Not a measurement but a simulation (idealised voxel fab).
voxel transistor to metal: a process module
Shown is cross-section cut, with a width of 290 nm and square cells of size 5 nm.
Cross-section, as written here: a square-cell grid given band by band from the top down, where a band holds one or more rows of cells. Band: top and bottom heights (nm) first, top before bottom; then materials from left to right, widths in nm. "edge to edge" marks a sole material filling the band edge to edge. "empty" denotes empty space. Measure heights from 0. That's the level where, below it, the as-received wafer is all one material. The lowest band is bottomless and extends downward; write it as in "z 0 and below". Graded width ("30->40"): value in top row of band = first number; value in bottom row = second number; row-to-row change constant. Basically "no alterations made" means that step didn't change any cell in the cross-section. Closed-off voids of 8+ cells (no open route to the top) go in "Sealed void listing", written width x height at distance from the left edge, in nm. If you see something after the settings on a step's line, that's the simulator's own remark about that step. overlay nm: mask offset rightward from planned place, masked step; negative means leftward offset.

[Listed below are the process steps as planned]
1: op RECEIVE | material Si
2: op OXIDIZE | depth nm 5
3: op CONFORMAL_DEP | material SiN | thk nm 10
4: op MASKED_ETCH | tone cover | mask id ACTIVE | width nm 95 | pitch nm 115 | etch materials SiN | depth nm 10 | overlay nm 0
5: op MASKED_ETCH | tone cover | mask id ACTIVE | width nm 95 | pitch nm 115 | etch materials SiO2 | depth nm 5 | overlay nm 0
6: op MASKED_ETCH | tone cover | mask id ACTIVE | width nm 95 | pitch nm 115 | etch materials Si | depth nm 25 | overlay nm 0
7: op FILL_DEP | material SiO2 | thk nm 10
8: op CMP | height nm 10
9: op SELECTIVE_ETCH | etch materials SiO2 | depth nm 5
10: op STRIP | etch materials SiN
11: op SELECTIVE_ETCH | etch materials SiO2 | depth nm 5
12: op OXIDIZE | depth nm 5
13: op DIRECTIONAL_DEP | material polySi | thk nm 20
14: op DIRECTIONAL_DEP | material SiCN | thk nm 10
15: op MASKED_ETCH | tone cover | mask id GATE | width nm 15 | pitch nm 115 | etch materials SiCN | depth nm 20 | overlay nm 0
16: op MASKED_ETCH | tone cover | mask id GATE | width nm 15 | pitch nm 115 | etch materials polySi | depth nm 30 | overlay nm 0
17: op CONFORMAL_DEP | material SiO2 | thk nm 5
18: op DIRECTIONAL_ETCH | etch materials SiO2 | depth nm 5
19: op CONFORMAL_DEP | material SiN | thk nm 10
20: op DIRECTIONAL_ETCH | etch materials SiN | depth nm 10
21: op DIRECTIONAL_ETCH | etch materials SiO2 | depth nm 5
22: op DIRECTIONAL_ETCH | etch materials Si | depth nm 10
23: op EPI | material nSi | thk nm 10
24: op FILL_DEP | material SiO2 | thk nm 10
25: op CMP | height nm 25
26: op DIRECTIONAL_DEP | material SiO2 | thk nm 15
27: op PATTERN | tone open | mask id CONTACT | material resist | width nm 20 | thk nm 15 | overlay nm 0
28: op DIRECTIONAL_ETCH | etch materials SiO2 | depth nm 40
29: op STRIP | etch materials resist
30: op CONFORMAL_DEP | material TiN | thk nm 5
31: op FILL_DEP | material W | thk nm 10
32: op CMP | height nm 40
33: op CONFORMAL_DEP | material SiN | thk nm 5
34: op DIRECTIONAL_DEP | material lowk | thk nm 20
35: op DIRECTIONAL_DEP | material aC | thk nm 10
36: op PATTERN | tone open | mask id METAL_1 | material resist | width nm 20 | thk nm 25 | overlay nm 0
37: op DIRECTIONAL_ETCH | etch materials aC | depth nm 10
38: op STRIP | etch materials resist
39: op DIRECTIONAL_ETCH | etch materials lowk | depth nm 20
40: op DIRECTIONAL_ETCH | etch materials SiN | depth nm 5
41: op STRIP | etch materials aC
42: op CONFORMAL_DEP | material TiN | thk nm 5
43: op FILL_DEP | material Cu | thk nm 5
44: op CMP | height nm 65
45: op CONFORMAL_DEP | material SiCN | thk nm 5
46: op DIRECTIONAL_DEP | material lowk | thk nm 30
47: op DIRECTIONAL_DEP | material aC | thk nm 15
48: op PATTERN | tone open | mask id METAL_2 | material resist | width nm 20 | pitch nm 115 | thk nm 35 | overlay nm 0
49: op DIRECTIONAL_ETCH | etch materials aC | depth nm 15
50: op STRIP | etch materials resist
51: op DIRECTIONAL_ETCH | etch materials lowk | depth nm 20
52: op STRIP | etch materials aC
53: op MASKED_ETCH | tone open | mask id METAL_2_HOLES | width nm 15 | pitch nm 115 | etch materials lowk | depth nm 10 | overlay nm 0
54: op MASKED_ETCH | tone open | mask id METAL_2_HOLES | width nm 15 | pitch nm 115 | etch materials SiCN | depth nm 5 | overlay nm 0
55: op CONFORMAL_DEP | material TiN | thk nm 5
56: op FILL_DEP | material Cu | thk nm 5
57: op CMP | height nm 100
58: op CONFORMAL_DEP | material SiCN | thk nm 5
Same starting wafers, different depth nm at step 6. Plan value belongs to the first wafer.

[Sectional view: first of several wafers, as received, after step 1]
> z 0 and below | Si edge to edge
> Sealed void listing: none

[End of the module, past its last step, step 58: how the first of several wafers looks in cross-section]
> z 105 to 100 | SiCN edge to edge
> z 100 to 85 | 45 of lowk, 5 of TiN, 10 of Cu, 5 of TiN, 95 of lowk, 5 of TiN, 10 of Cu, 5 of TiN, 110 of lowk
> z 85 to 80 | 45 of lowk, 5 of TiN, 5 of Cu, 10 of TiN, 95 of lowk, 5 of TiN, 5 of Cu, 10 of TiN, 110 of lowk
> z 80 to 70 | 45 of lowk, 5 of TiN, 5 of Cu, 5 of TiN, 100 of lowk, 5 of TiN, 5 of Cu, 5 of TiN, 115 of lowk
> z 70 to 65 | 45 of SiCN, 15 of TiN, 100 of SiCN, 15 of TiN, 115 of SiCN
> z 65 to 45 | 45 of lowk, 5 of TiN, 10 of Cu, 5 of TiN, 45 of lowk, 5 of TiN, 10 of Cu, 5 of TiN, 30 of lowk, 5 of TiN, 10 of Cu, 5 of TiN, 45 of lowk, 5 of TiN, 10 of Cu, 5 of TiN, 45 of lowk
> z 45 to 40 | 45 of SiN, 20 of TiN, 45 of SiN, 20 of TiN, 30 of SiN, 20 of TiN, 45 of SiN, 20 of TiN, 45 of SiN
> z 40 to 25 | 45 of SiO2, 5 of TiN, 10 of W, 5 of TiN, 45 of SiO2, 5 of TiN, 10 of W, 5 of TiN, 30 of SiO2, 5 of TiN, 10 of W, 5 of TiN, 45 of SiO2, 5 of TiN, 10 of W, 5 of TiN, 45 of SiO2
> z 25 to 15 | 45 of SiO2, 5 of TiN, 10 of W, 5 of TiN, 10 of SiN, 5 of SiO2, 15 of SiCN, 5 of SiO2, 10 of SiN, 5 of TiN, 10 of W, 5 of TiN, 30 of SiO2, 5 of TiN, 10 of W, 5 of TiN, 10 of SiN, 5 of SiO2, 15 of SiCN, 5 of SiO2, 10 of SiN, 5 of TiN, 10 of W, 5 of TiN, 45 of SiO2
> z 15 to 5 | 45 of SiO2, 5 of TiN, 10 of W, 5 of TiN, 10 of SiN, 5 of SiO2, 15 of polySi, 5 of SiO2, 10 of SiN, 5 of TiN, 10 of W, 5 of TiN, 30 of SiO2, 5 of TiN, 10 of W, 5 of TiN, 10 of SiN, 5 of SiO2, 15 of polySi, 5 of SiO2, 10 of SiN, 5 of TiN, 10 of W, 5 of TiN, 45 of SiO2
> z 5 to 0 | 45 of SiO2, 20 of TiN, 10 of SiN, 5 of SiO2, 15 of polySi, 5 of SiO2, 10 of SiN, 20 of TiN, 30 of SiO2, 20 of TiN, 10 of SiN, 5 of SiO2, 15 of polySi, 5 of SiO2, 10 of SiN, 20 of TiN, 45 of SiO2
> z 0 to -5 | 40 of SiO2, 10 of SiN, 15 of nSi, 10 of SiN, 5 of SiO2, 15 of polySi, 5 of SiO2, 10 of SiN, 15 of nSi, 10 of SiN, 20 of SiO2, 10 of SiN, 15 of nSi, 10 of SiN, 5 of SiO2, 15 of polySi, 5 of SiO2, 10 of SiN, 15 of nSi, 10 of SiN, 40 of SiO2
> z -5 to -10 | 50 of SiO2, 15 of nSi, 45 of SiO2, 15 of nSi, 40 of SiO2, 15 of nSi, 45 of SiO2, 15 of nSi, 50 of SiO2
> z -10 to -20 | 40 of SiO2, 10 of Si, 15 of nSi, 45 of Si, 15 of nSi, 10 of Si, 20 of SiO2, 10 of Si, 15 of nSi, 45 of Si, 15 of nSi, 10 of Si, 40 of SiO2
> z -20 to -30 | 40 of SiO2, 95 of Si, 20 of SiO2, 95 of Si, 40 of SiO2
> z -30 and below | Si edge to edge
> Sealed void listing: none

[X-section, last wafer, module end]
> z 105 to 100 | SiCN edge to edge
> z 100 to 85 | 45 of lowk, 5 of TiN, 10 of Cu, 5 of TiN, 95 of lowk, 5 of TiN, 10 of Cu, 5 of TiN, 110 of lowk
> z 85 to 80 | 45 of lowk, 5 of TiN, 5 of Cu, 10 of TiN, 95 of lowk, 5 of TiN, 5 of Cu, 10 of TiN, 110 of lowk
> z 80 to 70 | 45 of lowk, 5 of TiN, 5 of Cu, 5 of TiN, 100 of lowk, 5 of TiN, 5 of Cu, 5 of TiN, 115 of lowk
> z 70 to 65 | 45 of SiCN, 15 of TiN, 100 of SiCN, 15 of TiN, 115 of SiCN
> z 65 to 45 | 45 of lowk, 5 of TiN, 10 of Cu, 5 of TiN, 45 of lowk, 5 of TiN, 10 of Cu, 5 of TiN, 30 of lowk, 5 of TiN, 10 of Cu, 5 of TiN, 45 of lowk, 5 of TiN, 10 of Cu, 5 of TiN, 45 of lowk
> z 45 to 40 | 45 of SiN, 20 of TiN, 45 of SiN, 20 of TiN, 30 of SiN, 20 of TiN, 45 of SiN, 20 of TiN, 45 of SiN
> z 40 to 25 | 45 of SiO2, 5 of TiN, 10 of W, 5 of TiN, 45 of SiO2, 5 of TiN, 10 of W, 5 of TiN, 30 of SiO2, 5 of TiN, 10 of W, 5 of TiN, 45 of SiO2, 5 of TiN, 10 of W, 5 of TiN, 45 of SiO2
> z 25 to 15 | 45 of SiO2, 5 of TiN, 10 of W, 5 of TiN, 10 of SiN, 5 of SiO2, 15 of SiCN, 5 of SiO2, 10 of SiN, 5 of TiN, 10 of W, 5 of TiN, 30 of SiO2, 5 of TiN, 10 of W, 5 of TiN, 10 of SiN, 5 of SiO2, 15 of SiCN, 5 of SiO2, 10 of SiN, 5 of TiN, 10 of W, 5 of TiN, 45 of SiO2
> z 15 to 5 | 45 of SiO2, 5 of TiN, 10 of W, 5 of TiN, 10 of SiN, 5 of SiO2, 15 of polySi, 5 of SiO2, 10 of SiN, 5 of TiN, 10 of W, 5 of TiN, 30 of SiO2, 5 of TiN, 10 of W, 5 of TiN, 10 of SiN, 5 of SiO2, 15 of polySi, 5 of SiO2, 10 of SiN, 5 of TiN, 10 of W, 5 of TiN, 45 of SiO2
> z 5 to 0 | 45 of SiO2, 20 of TiN, 10 of SiN, 5 of SiO2, 15 of polySi, 5 of SiO2, 10 of SiN, 20 of TiN, 30 of SiO2, 20 of TiN, 10 of SiN, 5 of SiO2, 15 of polySi, 5 of SiO2, 10 of SiN, 20 of TiN, 45 of SiO2
> z 0 to -5 | 40 of SiO2, 10 of SiN, 15 of nSi, 10 of SiN, 5 of SiO2, 15 of polySi, 5 of SiO2, 10 of SiN, 15 of nSi, 10 of SiN, 20 of SiO2, 10 of SiN, 15 of nSi, 10 of SiN, 5 of SiO2, 15 of polySi, 5 of SiO2, 10 of SiN, 15 of nSi, 10 of SiN, 40 of SiO2
> z -5 to -10 | 50 of SiO2, 15 of nSi, 45 of SiO2, 15 of nSi, 40 of SiO2, 15 of nSi, 45 of SiO2, 15 of nSi, 50 of SiO2
> z -10 to -20 | 40 of SiO2, 10 of Si, 15 of nSi, 45 of Si, 15 of nSi, 10 of Si, 20 of SiO2, 10 of Si, 15 of nSi, 45 of Si, 15 of nSi, 10 of Si, 40 of SiO2
> z -20 to -55 | 40 of SiO2, 95 of Si, 20 of SiO2, 95 of Si, 40 of SiO2
> z -55 and below | Si edge to edge
> Sealed void listing: none

[Here is how to read the rows: every wafer has a row, and it shows the wafer at the end of the module, giving for each material how many cells were gained (+) or lost (-) since the wafer was received, then listing its closed voids]
depth nm 25; +50 Cu; -220 Si; +122 SiCN; +98 SiN; +416 SiO2; +152 TiN; +56 W; +472 lowk; +48 nSi; +24 polySi; Sealed void listing: none
depth nm 30; +50 Cu; -240 Si; +122 SiCN; +98 SiN; +436 SiO2; +152 TiN; +56 W; +472 lowk; +48 nSi; +24 polySi; Sealed void listing: none
depth nm 35; +50 Cu; -260 Si; +122 SiCN; +98 SiN; +456 SiO2; +152 TiN; +56 W; +472 lowk; +48 nSi; +24 polySi; Sealed void listing: none
depth nm 40; +50 Cu; -280 Si; +122 SiCN; +98 SiN; +476 SiO2; +152 TiN; +56 W; +472 lowk; +48 nSi; +24 polySi; Sealed void listing: none
depth nm 45; +50 Cu; -300 Si; +122 SiCN; +98 SiN; +496 SiO2; +152 TiN; +56 W; +472 lowk; +48 nSi; +24 polySi; Sealed void listing: none
depth nm 50; +50 Cu; -320 Si; +122 SiCN; +98 SiN; +516 SiO2; +152 TiN; +56 W; +472 lowk; +48 nSi; +24 polySi; Sealed void listing: none
